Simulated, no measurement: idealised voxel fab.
Process module heading - voxel transistor to metal
Square cell edge 5 nm, section width 190 nm, ID cut.
A cross-section in this document is a grid of square cells, and it is written down as bands, the top band listed before the ones below it; a band is made up of one or more rows of cells.
The band entry comprises the height of the band's top followed by the height of its bottom, expressed in nm, and subsequently the band's materials from left to right, each stated together with its width in nm. Where a single material is marked with the word "everywhere", that material fills the band from edge to edge. The word "empty" represents empty space.
Where do heights start? At 0: under that level the wafer as delivered is made of one material only. And the lowest band has no floor; it just carries on downward, as in "z 0 and below".
The notation "30..40" denotes a width that varies across the rows of cells in the band, beginning at the first number in the top row, finishing at the second number in the bottom row, and changing by an identical amount from each row to the next.
For the purposes of this document, the phrase "remains unaltered" attached to a step denotes that no cell within the cross-section was modified by that step.
What "Closed cavities" gives you is every empty space of 8 cells or more that is cut off from the top. Each appears as width x height at distance, with the distance taken from the left edge and width, height and distance all in nm.
If you see something after the settings on a step's line, that's the simulator's own remark about that step.
overlay nm: mask offset rightward from planned place, masked step; negative means leftward offset.

### Set out below are the planned steps of the process
step 1: RECEIVE | material Si
step 2: CONFORMAL_DEP | material SiO2 | thk nm 5
step 3: CONFORMAL_DEP | material SiN | thk nm 10
step 4: DIRECTIONAL_DEP | material aC | thk nm 10
step 5: PATTERN | tone cover | mask id ACTIVE | material resist | width nm 115 | thk nm 25 | overlay nm 0
step 6: DIRECTIONAL_ETCH | etch materials aC | depth nm 10
step 7: STRIP | etch materials resist
step 8: DIRECTIONAL_ETCH | etch materials SiN | depth nm 10
step 9: DIRECTIONAL_ETCH | etch materials SiO2 | depth nm 5
step 10: DIRECTIONAL_ETCH | etch materials Si | depth nm 35
step 11: STRIP | etch materials aC
step 12: FILL_DEP | material SiO2 | thk nm 5
step 13: CMP | height nm 15
step 14: SELECTIVE_ETCH | etch materials SiO2 | depth nm 10
step 15: STRIP | etch materials SiN
step 16: SELECTIVE_ETCH | etch materials SiO2 | depth nm 5
step 17: OXIDIZE | depth nm 5
step 18: DIRECTIONAL_DEP | material polySi | thk nm 25
step 19: DIRECTIONAL_DEP | material SiCN | thk nm 10
step 20: MASKED_ETCH | tone cover | mask id GATE | width nm 25 | etch materials SiCN | depth nm 20 | overlay nm 0
step 21: MASKED_ETCH | tone cover | mask id GATE | width nm 25 | etch materials polySi | depth nm 35 | overlay nm 0
step 22: CONFORMAL_DEP | material SiN | thk nm 10
step 23: DIRECTIONAL_ETCH | etch materials SiN | depth nm 10
step 24: DIRECTIONAL_ETCH | etch materials SiO2 | depth nm 5
step 25: EPI | material nSi | thk nm 5
step 26: FILL_DEP | material SiO2 | thk nm 10
step 27: CMP | height nm 25
step 28: STRIP | etch materials polySi
step 29: SELECTIVE_ETCH | etch materials SiO2 | depth nm 5
step 30: CONFORMAL_DEP | material HfO2 | thk nm 5
step 31: CONFORMAL_DEP | material TiN | thk nm 5
step 32: FILL_DEP | material W | thk nm 5
step 33: CMP | height nm 20
step 34: DIRECTIONAL_DEP | material SiO2 | thk nm 10
step 35: PATTERN | tone open | mask id CONTACT | material resist | width nm 20 | pitch nm 75 | thk nm 20 | overlay nm 0
step 36: DIRECTIONAL_ETCH | etch materials SiO2 | depth nm 30
step 37: STRIP | etch materials resist
step 38: CONFORMAL_DEP | material TiN | thk nm 5
step 39: FILL_DEP | material W | thk nm 10
step 40: CMP | height nm 30
step 41: DIRECTIONAL_DEP | material TiN | thk nm 5
step 42: DIRECTIONAL_DEP | material Ru | thk nm 15
step 43: PATTERN | tone cover | mask id METAL_1 | material resist | width nm 20 | pitch nm 75 | thk nm 15 | overlay nm 0
step 44: DIRECTIONAL_ETCH | etch materials Ru | depth nm 15
step 45: DIRECTIONAL_ETCH | etch materials TiN | depth nm 5
step 46: STRIP | etch materials resist
step 47: CONFORMAL_DEP | material SiN | thk nm 5
step 48: FILL_DEP | material lowk | thk nm 5
step 49: CMP | height nm 50
step 50: CONFORMAL_DEP | material SiN | thk nm 5

### Cross-section, incoming material, after step 1
  z 0 and below: Si everywhere
  Closed cavities: none

### Starting wafer: above. Plan: above. Run: one mistake. Cross-section after the module: below
  z 55 to 50: SiN everywhere
  z 50 to 45: 45 nm SiN, then 20 nm TiN, then 55 nm SiN, then 20 nm TiN, then 50 nm SiN
  z 45 to 30: Ru everywhere
  z 30 to 20: 45 nm SiO2, then 5 nm TiN, then 10 nm W, then 5 nm TiN, then 55 nm SiO2, then 5 nm TiN, then 10 nm W, then 5 nm TiN, then 50 nm SiO2
  z 20 to 5: 45 nm SiO2, then 5 nm TiN, then 10 nm W, then 5 nm TiN, then 5 nm SiO2, then 10 nm SiN, then 5 nm HfO2, then 5 nm TiN, then 5 nm W, then 5 nm TiN, then 5 nm HfO2, then 10 nm SiN, then 5 nm SiO2, then 5 nm TiN, then 10 nm W, then 5 nm TiN, then 50 nm SiO2
  z 5 to 0: 45 nm SiO2, then 20 nm TiN, then 5 nm SiO2, then 10 nm SiN, then 5 nm HfO2, then 15 nm TiN, then 5 nm HfO2, then 10 nm SiN, then 5 nm SiO2, then 20 nm TiN, then 50 nm SiO2
  z 0 to -5: 30 nm SiO2, then 40 nm nSi, then 5 nm SiO2, then 35 nm HfO2, then 5 nm SiO2, then 40 nm nSi, then 35 nm SiO2
  z -5 to -35: 35 nm SiO2, then 115 nm Si, then 40 nm SiO2
  z -35 and below: Si everywhere
  Closed cavities: none
Against the plan, the run slipped here: plan steps 41 and 42 run swapped
